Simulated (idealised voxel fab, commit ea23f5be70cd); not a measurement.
Herein follows the process module entitled voxel fin reveal.
Pictured: cross-section cut, 235 nm wide, on a grid of 5 nm square cells.
This document writes a cross-section as a grid whose cells are square, and gives it as bands, listed from the top down; one or more rows of cells form a band.
It is stipulated that each band's entry specify, in nanometres, the height of the top of the band and then that of its bottom, followed by the materials of the band in left-to-right sequence, each together with its width in nanometres. A single material marked by the word "everywhere" is understood to fill the band from edge to edge; the word "blank" is understood to denote empty space.
Heights are expressed relative to 0, this being the level below which the as-received wafer comprises one material exclusively. The lowest band is unbounded in the downward direction and is denoted as in "z 0 and below".
Note: "30 to 40" means the width goes from the first number (top row of the band) to the second number (bottom row) in equal steps per row of cells.
What does "changes: none" mean for a step? It means no cell of the cross-section changed in that step.
"Non-vented voids" means: voids of 8 cells or more that are shut off from the top with no open way through. Written width x height at distance, distance from the left edge, in nm.
Whatever follows a step's settings on its line is a remark the simulator itself makes about that step.
You can add "overlay nm" to a step's line. For a step with a mask, it describes how far the mask lay to the right of its planned position, and a negative number describes a lay to the left.

### Below is the list of planned process steps
1: RECEIVE with material Si
2: CONFORMAL_DEP with material SiN, thk nm 5
3: PATTERN with tone cover, mask id FINS, material resist, width nm 15, pitch nm 40, thk nm 20, overlay nm 0
4: DIRECTIONAL_ETCH with etch materials SiN, depth nm 5
5: DIRECTIONAL_ETCH with etch materials Si, depth nm 35
6: STRIP with etch materials resist
7: OXIDIZE with depth nm 5
8: FILL_DEP with material SiO2, thk nm 5
9: CMP with height nm 5
10: SELECTIVE_ETCH with etch materials SiO2, depth nm 15
11: STRIP with etch materials SiN
12: CONFORMAL_DEP with material SiO2, thk nm 5

### As received (post step 1): cross-section
> z 0 and below = Si everywhere
> Non-vented voids: none

### Below is the wafer in cross-section after the module was completed. It began from the starting point shown above and followed the plan shown above, except that one mistake was made while running it
> z 0 to -10 = blank 55 nm | Si 5 nm | blank 35 nm | Si 5 nm | blank 35 nm | Si 5 nm | blank 35 nm | Si 5 nm | blank 55 nm
> z -10 to -40 = SiO2 55 nm | Si 5 nm | SiO2 35 nm | Si 5 nm | SiO2 35 nm | Si 5 nm | SiO2 35 nm | Si 5 nm | SiO2 55 nm
> z -40 and below = Si everywhere
> Non-vented voids: none
Want to know what went wrong? no execution of plan step 12; skipped
